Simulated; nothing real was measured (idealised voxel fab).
This section sets out a process module, namely voxel wiring stack.
The figure presents cross-section cut, which has a width of 260 nm and is divided into square cells with an edge length of 5 nm.
Just so we're on the same page, the cross-sections are grids of square cells, and they're listed out in bands top to bottom, each band one or more rows deep.
For a band, the entry starts with two heights in nm, that of the top and then that of the bottom, and carries on with the band's materials in order from left to right, each alongside its width in nm; the word "everywhere" beside a single material means it fills the band edge to edge, and "blank" means empty space.
A quick word on heights: they are counted from 0, and under that level the wafer as it came to us is one material throughout. The lowest band is different from the rest in having no bottom; it simply continues downward, written as in "z 0 and below".
A two-number width, for instance "30 to 40", indicates that the width is equal to the first number in the top row of the band and to the second number in the bottom row, and that it changes by a constant amount per row of cells.
No cell of the cross-section changed in a step that is given as "stayed the same".
In "Trapped void list" the enclosed voids are listed, meaning empty spaces of 8 cells or larger without any opening to the top. The form is width x height at distance, distance from the left edge, units nm.
Where a step's line continues beyond its settings, the continuation is a remark by the simulator itself on that step.
overlay nm: how far to the right of its planned place the mask lay on this masked step (negative: to the left).
Planned process steps
- 1: RECEIVE (material Si)
- 2: CONFORMAL_DEP (material SiO2; thk nm 15)
- 3: CONFORMAL_DEP (material SiN; thk nm 5)
- 4: DIRECTIONAL_DEP (material lowk; thk nm 15)
- 5: MASKED_ETCH (tone open; mask id METAL_1; width nm 25; pitch nm 50; etch materials lowk; depth nm 15; overlay nm 0)
- 6: MASKED_ETCH (tone open; mask id METAL_1; width nm 25; pitch nm 50; etch materials SiN; depth nm 5; overlay nm 0)
- 7: CONFORMAL_DEP (material TiN; thk nm 5)
- 8: FILL_DEP (material W; thk nm 10)
- 9: CMP (height nm 35)
- 10: EPI (material Ru; thk nm 5)
- 11: FILL_DEP (material SiCN; thk nm 5)
- 12: DIRECTIONAL_DEP (material lowk; thk nm 35)
- 13: PATTERN (tone open; mask id METAL_2_HOLES; material resist; width nm 15; thk nm 15; overlay nm 0)
- 14: DIRECTIONAL_ETCH (etch materials lowk; depth nm 35)
- 15: STRIP (etch materials resist)
- 16: DIRECTIONAL_DEP (material aC; thk nm 15)
- 17: PATTERN (tone open; mask id METAL_2; material resist; width nm 25; pitch nm 50; thk nm 35; overlay nm 0)
- 18: DIRECTIONAL_ETCH (etch materials aC; depth nm 15)
- 19: STRIP (etch materials resist)
- 20: DIRECTIONAL_ETCH (etch materials lowk; depth nm 20)
- 21: DIRECTIONAL_ETCH (etch materials SiCN; depth nm 5)
- 22: STRIP (etch materials aC)
- 23: CONFORMAL_DEP (material TiN; thk nm 5)
- 24: FILL_DEP (material Cu; thk nm 5)
- 25: CMP (height nm 80)
- 26: CONFORMAL_DEP (material SiCN; thk nm 5)
The first of a set of two wafers, run to plan
Cross-section of the wafer upon arrival, representing the state reached after step 1
* z 0 and below | Si everywhere
* Trapped void list: none
So this is the wafer cross-section right after step 2
* z 15 to 0 | SiO2 everywhere
* Note: structure below 0 unchanged.
So this is the wafer cross-section right after step 3
* z 20 to 15 | SiN everywhere
* Note: structure below 15 unchanged.
So this is the wafer cross-section right after step 4
* z 35 to 20 | lowk everywhere
* Note: structure below 20 unchanged.
So this is the wafer cross-section right after step 5
* z 35 to 20 | lowk (90) / blank (25) / lowk (25) / blank (25) / lowk (95)
* Note: structure below 20 unchanged.
So this is the wafer cross-section right after step 6
* z 35 to 20 | lowk (90) / blank (25) / lowk (25) / blank (25) / lowk (95)
* z 20 to 15 | SiN (90) / blank (25) / SiN (25) / blank (25) / SiN (95)
* Note: structure below 15 unchanged.
So this is the wafer cross-section right after step 7
* z 40 to 35 | TiN (95) / blank (15) / TiN (35) / blank (15) / TiN (100)
* z 35 to 20 | lowk (90) / TiN (5) / blank (15) / TiN (5) / lowk (25) / TiN (5) / blank (15) / TiN (5) / lowk (95)
* z 20 to 15 | SiN (90) / TiN (25) / SiN (25) / TiN (25) / SiN (95)
* Note: structure below 15 unchanged.
So this is the wafer cross-section right after step 8
* z 50 to 40 | W everywhere
* z 40 to 35 | TiN (95) / W (15) / TiN (35) / W (15) / TiN (100)
* z 35 to 20 | lowk (90) / TiN (5) / W (15) / TiN (5) / lowk (25) / TiN (5) / W (15) / TiN (5) / lowk (95)
* Note: structure below 20 unchanged.
So this is the wafer cross-section right after step 9
* z 35 to 20 | lowk (90) / TiN (5) / W (15) / TiN (5) / lowk (25) / TiN (5) / W (15) / TiN (5) / lowk (95)
* Note: structure below 20 unchanged.
So this is the wafer cross-section right after step 10
* z 40 to 35 | blank (85) / Ru (35) / blank (15) / Ru (35) / blank (90)
* Note: structure below 35 unchanged.
So this is the wafer cross-section right after step 11
* z 45 to 40 | SiCN everywhere
* z 40 to 35 | SiCN (85) / Ru (35) / SiCN (15) / Ru (35) / SiCN (90)
* Note: structure below 35 unchanged.
So this is the wafer cross-section right after step 12
* z 80 to 45 | lowk everywhere
* Note: structure below 45 unchanged.
So this is the wafer cross-section right after step 13
* z 95 to 80 | resist (90) / blank (15) / resist (155)
* Note: structure below 80 unchanged.
So this is the wafer cross-section right after step 14
* z 95 to 80 | resist (90) / blank (15) / resist (155)
* z 80 to 45 | lowk (90) / blank (15) / lowk (155)
* Note: structure below 45 unchanged.
So this is the wafer cross-section right after step 15
* z 80 to 45 | lowk (90) / blank (15) / lowk (155)
* Note: structure below 45 unchanged.
So this is the wafer cross-section right after step 16
* z 95 to 80 | aC (90) / blank (15) / aC (155)
* z 80 to 60 | lowk (90) / blank (15) / lowk (155)
* z 60 to 45 | lowk (90) / aC (15) / lowk (155)
* Note: structure below 45 unchanged.
So this is the wafer cross-section right after step 17
* z 130 to 95 | resist (90) / blank (25) / resist (25) / blank (25) / resist (95)
* Note: structure below 95 unchanged.
So this is the wafer cross-section right after step 18
* z 115 to 95 | resist (90) / blank (25) / resist (25) / blank (25) / resist (95)
* z 95 to 80 | aC (90) / blank (25) / aC (25) / blank (25) / aC (95)
* z 80 to 45 | lowk (90) / blank (15) / lowk (155)
* Note: structure below 45 unchanged.
So this is the wafer cross-section right after step 19
* z 95 to 80 | aC (90) / blank (25) / aC (25) / blank (25) / aC (95)
* Note: structure below 80 unchanged.
So this is the wafer cross-section right after step 20
* z 95 to 80 | aC (90) / blank (25) / aC (25) / blank (25) / aC (95)
* z 80 to 60 | lowk (90) / blank (25) / lowk (25) / blank (25) / lowk (95)
* Note: structure below 60 unchanged.
So this is the wafer cross-section right after step 21
* z 95 to 80 | aC (90) / blank (25) / aC (25) / blank (25) / aC (95)
* z 80 to 60 | lowk (90) / blank (25) / lowk (25) / blank (25) / lowk (95)
* z 60 to 45 | lowk (90) / blank (15) / lowk (155)
* z 45 to 40 | SiCN (90) / blank (15) / SiCN (155)
* Note: structure below 40 unchanged.
So this is the wafer cross-section right after step 22
* z 80 to 60 | lowk (90) / blank (25) / lowk (25) / blank (25) / lowk (95)
* Note: structure below 60 unchanged.
So this is the wafer cross-section right after step 23
* z 85 to 80 | TiN (95) / blank (15) / TiN (35) / blank (15) / TiN (100)
* z 80 to 65 | lowk (90) / TiN (5) / blank (15) / TiN (5) / lowk (25) / TiN (5) / blank (15) / TiN (5) / lowk (95)
* z 65 to 60 | lowk (90) / TiN (5) / blank (5) / TiN (15) / lowk (25) / TiN (25) / lowk (95)
* z 60 to 45 | lowk (90) / TiN (5) / blank (5) / TiN (5) / lowk (155)
* z 45 to 40 | SiCN (90) / TiN (15) / SiCN (155)
* Note: structure below 40 unchanged.
So this is the wafer cross-section right after step 24
* z 90 to 85 | Cu everywhere
* z 85 to 80 | TiN (95) / Cu (15) / TiN (35) / Cu (15) / TiN (100)
* z 80 to 65 | lowk (90) / TiN (5) / Cu (15) / TiN (5) / lowk (25) / TiN (5) / Cu (15) / TiN (5) / lowk (95)
* z 65 to 60 | lowk (90) / TiN (5) / Cu (5) / TiN (15) / lowk (25) / TiN (25) / lowk (95)
* z 60 to 45 | lowk (90) / TiN (5) / Cu (5) / TiN (5) / lowk (155)
* Note: structure below 45 unchanged.
So this is the wafer cross-section right after step 25
* z 80 to 65 | lowk (90) / TiN (5) / Cu (15) / TiN (5) / lowk (25) / TiN (5) / Cu (15) / TiN (5) / lowk (95)
* Note: structure below 65 unchanged.
So this is the wafer cross-section right after step 26
* z 85 to 80 | SiCN everywhere
* Note: structure below 80 unchanged.
Second wafer. Start and plan as for the first. One mistake made in running. Agrees with the first up to and including step 1
Second wafer cross-section, taken as of the time the plan sets for step 2 to be done
* z 5 to 0 | SiO2 everywhere
* Note: structure below 0 unchanged.
Second wafer cross-section, taken as of the time the plan sets for step 3 to be done
* z 10 to 5 | SiN everywhere
* Note: structure below 5 unchanged.
Second wafer cross-section, taken as of the time the plan sets for step 4 to be done
* z 25 to 10 | lowk everywhere
* Note: structure below 10 unchanged.
Second wafer cross-section, taken as of the time the plan sets for step 5 to be done
* z 25 to 10 | lowk (90) / blank (25) / lowk (25) / blank (25) / lowk (95)
* Note: structure below 10 unchanged.
Second wafer cross-section, taken as of the time the plan sets for step 6 to be done
* z 25 to 10 | lowk (90) / blank (25) / lowk (25) / blank (25) / lowk (95)
* z 10 to 5 | SiN (90) / blank (25) / SiN (25) / blank (25) / SiN (95)
* Note: structure below 5 unchanged.
Second wafer cross-section, taken as of the time the plan sets for step 7 to be done
* z 30 to 25 | TiN (95) / blank (15) / TiN (35) / blank (15) / TiN (100)
* z 25 to 10 | lowk (90) / TiN (5) / blank (15) / TiN (5) / lowk (25) / TiN (5) / blank (15) / TiN (5) / lowk (95)
* z 10 to 5 | SiN (90) / TiN (25) / SiN (25) / TiN (25) / SiN (95)
* Note: structure below 5 unchanged.
Second wafer cross-section, taken as of the time the plan sets for step 8 to be done
* z 40 to 30 | W everywhere
* z 30 to 25 | TiN (95) / W (15) / TiN (35) / W (15) / TiN (100)
* z 25 to 10 | lowk (90) / TiN (5) / W (15) / TiN (5) / lowk (25) / TiN (5) / W (15) / TiN (5) / lowk (95)
* Note: structure below 10 unchanged.
Second wafer cross-section, taken as of the time the plan sets for step 9 to be done
* z 35 to 30 | W everywhere
* Note: structure below 30 unchanged.
Second wafer cross-section, taken as of the time the plan sets for step 10 to be done
* z 40 to 35 | Ru everywhere
* Note: structure below 35 unchanged.
Second wafer cross-section, taken as of the time the plan sets for step 11 to be done
* z 45 to 40 | SiCN everywhere
* Note: structure below 40 unchanged.
Second wafer cross-section, taken as of the time the plan sets for step 12 to be done
* z 80 to 45 | lowk everywhere
* Note: structure below 45 unchanged.
Second wafer cross-section, taken as of the time the plan sets for step 13 to be done
* z 95 to 80 | resist (90) / blank (15) / resist (155)
* Note: structure below 80 unchanged.
Second wafer cross-section, taken as of the time the plan sets for step 14 to be done
* z 95 to 80 | resist (90) / blank (15) / resist (155)
* z 80 to 45 | lowk (90) / blank (15) / lowk (155)
* Note: structure below 45 unchanged.
Second wafer cross-section, taken as of the time the plan sets for step 15 to be done
* z 80 to 45 | lowk (90) / blank (15) / lowk (155)
* Note: structure below 45 unchanged.
Second wafer cross-section, taken as of the time the plan sets for step 16 to be done
* z 95 to 80 | aC (90) / blank (15) / aC (155)
* z 80 to 60 | lowk (90) / blank (15) / lowk (155)
* z 60 to 45 | lowk (90) / aC (15) / lowk (155)
* Note: structure below 45 unchanged.
Second wafer cross-section, taken as of the time the plan sets for step 17 to be done
* z 130 to 95 | resist (90) / blank (25) / resist (25) / blank (25) / resist (95)
* Note: structure below 95 unchanged.
Second wafer cross-section, taken as of the time the plan sets for step 18 to be done
* z 115 to 95 | resist (90) / blank (25) / resist (25) / blank (25) / resist (95)
* z 95 to 80 | aC (90) / blank (25) / aC (25) / blank (25) / aC (95)
* z 80 to 45 | lowk (90) / blank (15) / lowk (155)
* Note: structure below 45 unchanged.
Second wafer cross-section, taken as of the time the plan sets for step 19 to be done
* z 95 to 80 | aC (90) / blank (25) / aC (25) / blank (25) / aC (95)
* Note: structure below 80 unchanged.
Second wafer cross-section, taken as of the time the plan sets for step 20 to be done
* z 95 to 80 | aC (90) / blank (25) / aC (25) / blank (25) / aC (95)
* z 80 to 60 | lowk (90) / blank (25) / lowk (25) / blank (25) / lowk (95)
* Note: structure below 60 unchanged.
Second wafer cross-section, taken as of the time the plan sets for step 21 to be done
* z 95 to 80 | aC (90) / blank (25) / aC (25) / blank (25) / aC (95)
* z 80 to 60 | lowk (90) / blank (25) / lowk (25) / blank (25) / lowk (95)
* z 60 to 45 | lowk (90) / blank (15) / lowk (155)
* z 45 to 40 | SiCN (90) / blank (15) / SiCN (155)
* Note: structure below 40 unchanged.
Second wafer cross-section, taken as of the time the plan sets for step 22 to be done
* z 80 to 60 | lowk (90) / blank (25) / lowk (25) / blank (25) / lowk (95)
* Note: structure below 60 unchanged.
Second wafer cross-section, taken as of the time the plan sets for step 23 to be done
* z 85 to 80 | TiN (95) / blank (15) / TiN (35) / blank (15) / TiN (100)
* z 80 to 65 | lowk (90) / TiN (5) / blank (15) / TiN (5) / lowk (25) / TiN (5) / blank (15) / TiN (5) / lowk (95)
* z 65 to 60 | lowk (90) / TiN (5) / blank (5) / TiN (15) / lowk (25) / TiN (25) / lowk (95)
* z 60 to 45 | lowk (90) / TiN (5) / blank (5) / TiN (5) / lowk (155)
* z 45 to 40 | SiCN (90) / TiN (15) / SiCN (155)
* Note: structure below 40 unchanged.
Second wafer cross-section, taken as of the time the plan sets for step 24 to be done
* z 90 to 85 | Cu everywhere
* z 85 to 80 | TiN (95) / Cu (15) / TiN (35) / Cu (15) / TiN (100)
* z 80 to 65 | lowk (90) / TiN (5) / Cu (15) / TiN (5) / lowk (25) / TiN (5) / Cu (15) / TiN (5) / lowk (95)
* z 65 to 60 | lowk (90) / TiN (5) / Cu (5) / TiN (15) / lowk (25) / TiN (25) / lowk (95)
* z 60 to 45 | lowk (90) / TiN (5) / Cu (5) / TiN (5) / lowk (155)
* Note: structure below 45 unchanged.
Second wafer cross-section, taken as of the time the plan sets for step 25 to be done
* z 80 to 65 | lowk (90) / TiN (5) / Cu (15) / TiN (5) / lowk (25) / TiN (5) / Cu (15) / TiN (5) / lowk (95)
* Note: structure below 65 unchanged.
Second wafer cross-section, taken as of the time the plan sets for step 26 to be done
* z 85 to 80 | SiCN everywhere
* Note: structure below 80 unchanged.
Here's what went sideways: step 2 ran with different settings than intended, the actual operation and settings being CONFORMAL_DEP (material SiO2; thk nm 5)
Count the cells at the end and the second wafer has more or fewer of some materials than the first: 38 more of Ru | 38 fewer of SiCN | 104 fewer of SiO2 | 46 more of TiN | 58 more of W
